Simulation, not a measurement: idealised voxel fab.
A process module follows: voxel double patterning.
cross-section cut | 240 nm wide | cells 5 nm
When this document writes out a cross-section, it uses a grid of square cells and lists it as bands, beginning at the top and moving down, with a band standing for one or more rows of cells. A band entry consists of two parts. The first gives the height of the band's top and the height of its bottom, in nm. The rest lists the band's materials from left to right, each with its width in nm. A single material labelled with the word "all across" fills the band from edge to edge, and the word "empty" marks empty space. Ref level 0: as-received wafer is one material below here. Bottom band extends down with no lower bound ("z 0 and below"). With a width like "30..40", each row of cells in the band differs from the next by the same amount, the top row carrying the first number and the bottom row the second. What does "nothing was modified" mean for a step? It means no cell of the cross-section changed in that step. "Completely sealed voids" enumerates empty spaces isolated from the top, with no open way to it, that contain at least 8 cells, giving each as width x height at distance from the left edge, all three in nm. Text after the settings on a step's line: the simulator's own remark on that step. A step's line can hold "overlay nm"; with a mask on that step, the setting says how far right of the planned place the mask lay, while a negative setting says it lay to the left.

THE STEPS PLANNED FOR THE PROCESS ARE AS FOLLOWS
step 1: RECEIVE (material Si)
step 2: CONFORMAL_DEP (material SiO2; thk nm 10)
step 3: DIRECTIONAL_DEP (material W; thk nm 15)
step 4: DIRECTIONAL_DEP (material SiCN; thk nm 5)
step 5: PATTERN (tone open; mask id FIRST; material resist; width nm 15; pitch nm 50; thk nm 15; overlay nm 0)
step 6: DIRECTIONAL_ETCH (etch materials SiCN; depth nm 5)
step 7: STRIP (etch materials resist)
step 8: DIRECTIONAL_DEP (material aC; thk nm 10)
step 9: PATTERN (tone open; mask id SECOND; material resist; width nm 15; thk nm 30; overlay nm 0)
step 10: DIRECTIONAL_ETCH (etch materials aC; depth nm 10)
step 11: STRIP (etch materials resist)
step 12: DIRECTIONAL_ETCH (etch materials SiCN; depth nm 5)
step 13: STRIP (etch materials aC)
step 14: DIRECTIONAL_ETCH (etch materials W; depth nm 15)
step 15: STRIP (etch materials SiCN)

THE FIRST WAFER OF TWO, PROCESSED AS PLANNED

THE CROSS-SECTION HERE SHOWS THE WAFER AS RECEIVED, I.E. IN ITS STATE AFTER STEP 1
- z 0 and below: Si all across
- Completely sealed voids: none

THE FOLLOWING CROSS-SECTION DEPICTS THE WAFER UPON COMPLETION OF STEP 2
- z 10 to 0: SiO2 all across
- Whatever lies below 0 is exactly as it was before.

THE FOLLOWING CROSS-SECTION DEPICTS THE WAFER UPON COMPLETION OF STEP 3
- z 25 to 10: W all across
- Whatever lies below 10 is exactly as it was before.

THE FOLLOWING CROSS-SECTION DEPICTS THE WAFER UPON COMPLETION OF STEP 4
- z 30 to 25: SiCN all across
- Whatever lies below 25 is exactly as it was before.

THE FOLLOWING CROSS-SECTION DEPICTS THE WAFER UPON COMPLETION OF STEP 5
- z 45 to 30: 85 of resist, then 15 of empty, then 35 of resist, then 15 of empty, then 90 of resist
- Whatever lies below 30 is exactly as it was before.

THE FOLLOWING CROSS-SECTION DEPICTS THE WAFER UPON COMPLETION OF STEP 6
- z 45 to 30: 85 of resist, then 15 of empty, then 35 of resist, then 15 of empty, then 90 of resist
- z 30 to 25: 85 of SiCN, then 15 of empty, then 35 of SiCN, then 15 of empty, then 90 of SiCN
- Whatever lies below 25 is exactly as it was before.

THE FOLLOWING CROSS-SECTION DEPICTS THE WAFER UPON COMPLETION OF STEP 7
- z 30 to 25: 85 of SiCN, then 15 of empty, then 35 of SiCN, then 15 of empty, then 90 of SiCN
- Whatever lies below 25 is exactly as it was before.

THE FOLLOWING CROSS-SECTION DEPICTS THE WAFER UPON COMPLETION OF STEP 8
- z 40 to 35: 85 of aC, then 15 of empty, then 35 of aC, then 15 of empty, then 90 of aC
- z 35 to 30: aC all across
- z 30 to 25: 85 of SiCN, then 15 of aC, then 35 of SiCN, then 15 of aC, then 90 of SiCN
- Whatever lies below 25 is exactly as it was before.

THE FOLLOWING CROSS-SECTION DEPICTS THE WAFER UPON COMPLETION OF STEP 9
- z 70 to 40: 110 of resist, then 15 of empty, then 115 of resist
- z 40 to 35: 85 of aC, then 15 of resist, then 35 of aC, then 15 of resist, then 90 of aC
- Whatever lies below 35 is exactly as it was before.

THE FOLLOWING CROSS-SECTION DEPICTS THE WAFER UPON COMPLETION OF STEP 10
- z 60 to 40: 110 of resist, then 15 of empty, then 115 of resist
- z 40 to 35: 85 of aC, then 15 of resist, then 10 of aC, then 15 of empty, then 10 of aC, then 15 of resist, then 90 of aC
- z 35 to 30: 110 of aC, then 15 of empty, then 115 of aC
- Whatever lies below 30 is exactly as it was before.

THE FOLLOWING CROSS-SECTION DEPICTS THE WAFER UPON COMPLETION OF STEP 11
- z 40 to 35: 85 of aC, then 15 of empty, then 10 of aC, then 15 of empty, then 10 of aC, then 15 of empty, then 90 of aC
- Whatever lies below 35 is exactly as it was before.

THE FOLLOWING CROSS-SECTION DEPICTS THE WAFER UPON COMPLETION OF STEP 12
- z 40 to 35: 85 of aC, then 15 of empty, then 10 of aC, then 15 of empty, then 10 of aC, then 15 of empty, then 90 of aC
- z 35 to 30: 110 of aC, then 15 of empty, then 115 of aC
- z 30 to 25: 85 of SiCN, then 15 of aC, then 10 of SiCN, then 15 of empty, then 10 of SiCN, then 15 of aC, then 90 of SiCN
- Whatever lies below 25 is exactly as it was before.

THE FOLLOWING CROSS-SECTION DEPICTS THE WAFER UPON COMPLETION OF STEP 13
- z 30 to 25: 85 of SiCN, then 15 of empty, then 10 of SiCN, then 15 of empty, then 10 of SiCN, then 15 of empty, then 90 of SiCN
- Whatever lies below 25 is exactly as it was before.

THE FOLLOWING CROSS-SECTION DEPICTS THE WAFER UPON COMPLETION OF STEP 14
- z 30 to 25: 85 of SiCN, then 15 of empty, then 10 of SiCN, then 15 of empty, then 10 of SiCN, then 15 of empty, then 90 of SiCN
- z 25 to 10: 85 of W, then 15 of empty, then 10 of W, then 15 of empty, then 10 of W, then 15 of empty, then 90 of W
- Whatever lies below 10 is exactly as it was before.

THE FOLLOWING CROSS-SECTION DEPICTS THE WAFER UPON COMPLETION OF STEP 15
- z 25 to 10: 85 of W, then 15 of empty, then 10 of W, then 15 of empty, then 10 of W, then 15 of empty, then 90 of W
- Whatever lies below 10 is exactly as it was before.

SECOND WAFER, SAME STARTING CONDITIONS AND RECIPE AS THE FIRST, ONE MISTAKE IN EXECUTING IT, NOTHING DIFFERS FROM THE FIRST UP TO AND INCLUDING STEP 4

CROSS-SECTION OF THE SECOND WAFER AT THE TIME BY WHICH STEP 5 SHOULD HAVE BEEN COMPLETED ACCORDING TO THE PLAN
- z 45 to 30: 85 of resist, then 20 of empty, then 30 of resist, then 20 of empty, then 85 of resist
- Whatever lies below 30 is exactly as it was before.

CROSS-SECTION OF THE SECOND WAFER AT THE TIME BY WHICH STEP 6 SHOULD HAVE BEEN COMPLETED ACCORDING TO THE PLAN
- z 45 to 30: 85 of resist, then 20 of empty, then 30 of resist, then 20 of empty, then 85 of resist
- z 30 to 25: 85 of SiCN, then 20 of empty, then 30 of SiCN, then 20 of empty, then 85 of SiCN
- Whatever lies below 25 is exactly as it was before.

CROSS-SECTION OF THE SECOND WAFER AT THE TIME BY WHICH STEP 7 SHOULD HAVE BEEN COMPLETED ACCORDING TO THE PLAN
- z 30 to 25: 85 of SiCN, then 20 of empty, then 30 of SiCN, then 20 of empty, then 85 of SiCN
- Whatever lies below 25 is exactly as it was before.

CROSS-SECTION OF THE SECOND WAFER AT THE TIME BY WHICH STEP 8 SHOULD HAVE BEEN COMPLETED ACCORDING TO THE PLAN
- z 40 to 35: 85 of aC, then 20 of empty, then 30 of aC, then 20 of empty, then 85 of aC
- z 35 to 30: aC all across
- z 30 to 25: 85 of SiCN, then 20 of aC, then 30 of SiCN, then 20 of aC, then 85 of SiCN
- Whatever lies below 25 is exactly as it was before.

CROSS-SECTION OF THE SECOND WAFER AT THE TIME BY WHICH STEP 9 SHOULD HAVE BEEN COMPLETED ACCORDING TO THE PLAN
- z 70 to 40: 110 of resist, then 15 of empty, then 115 of resist
- z 40 to 35: 85 of aC, then 20 of resist, then 30 of aC, then 20 of resist, then 85 of aC
- Whatever lies below 35 is exactly as it was before.

CROSS-SECTION OF THE SECOND WAFER AT THE TIME BY WHICH STEP 10 SHOULD HAVE BEEN COMPLETED ACCORDING TO THE PLAN
- z 60 to 40: 110 of resist, then 15 of empty, then 115 of resist
- z 40 to 35: 85 of aC, then 20 of resist, then 5 of aC, then 15 of empty, then 10 of aC, then 20 of resist, then 85 of aC
- z 35 to 30: 110 of aC, then 15 of empty, then 115 of aC
- Whatever lies below 30 is exactly as it was before.

CROSS-SECTION OF THE SECOND WAFER AT THE TIME BY WHICH STEP 11 SHOULD HAVE BEEN COMPLETED ACCORDING TO THE PLAN
- z 40 to 35: 85 of aC, then 20 of empty, then 5 of aC, then 15 of empty, then 10 of aC, then 20 of empty, then 85 of aC
- Whatever lies below 35 is exactly as it was before.

CROSS-SECTION OF THE SECOND WAFER AT THE TIME BY WHICH STEP 12 SHOULD HAVE BEEN COMPLETED ACCORDING TO THE PLAN
- z 40 to 35: 85 of aC, then 20 of empty, then 5 of aC, then 15 of empty, then 10 of aC, then 20 of empty, then 85 of aC
- z 35 to 30: 110 of aC, then 15 of empty, then 115 of aC
- z 30 to 25: 85 of SiCN, then 20 of aC, then 5 of SiCN, then 15 of empty, then 10 of SiCN, then 20 of aC, then 85 of SiCN
- Whatever lies below 25 is exactly as it was before.

CROSS-SECTION OF THE SECOND WAFER AT THE TIME BY WHICH STEP 13 SHOULD HAVE BEEN COMPLETED ACCORDING TO THE PLAN
- z 30 to 25: 85 of SiCN, then 20 of empty, then 5 of SiCN, then 15 of empty, then 10 of SiCN, then 20 of empty, then 85 of SiCN
- Whatever lies below 25 is exactly as it was before.

CROSS-SECTION OF THE SECOND WAFER AT THE TIME BY WHICH STEP 14 SHOULD HAVE BEEN COMPLETED ACCORDING TO THE PLAN
- z 30 to 25: 85 of SiCN, then 20 of empty, then 5 of SiCN, then 15 of empty, then 10 of SiCN, then 20 of empty, then 85 of SiCN
- z 25 to 10: 85 of W, then 20 of empty, then 5 of W, then 15 of empty, then 10 of W, then 20 of empty, then 85 of W
- Whatever lies below 10 is exactly as it was before.

CROSS-SECTION OF THE SECOND WAFER AT THE TIME BY WHICH STEP 15 SHOULD HAVE BEEN COMPLETED ACCORDING TO THE PLAN
- z 25 to 10: 85 of W, then 20 of empty, then 5 of W, then 15 of empty, then 10 of W, then 20 of empty, then 85 of W
- Whatever lies below 10 is exactly as it was before.
Deviation noted in wafer processing: step 5 went in with a setting other than planned; the actual run was PATTERN (tone open; mask id FIRST; material resist; width nm 20; pitch nm 50; thk nm 15; overlay nm 0)
It is noted that, at the conclusion of processing, the second wafer exhibits a higher or lower cell count for certain materials relative to the first: 6 fewer of W
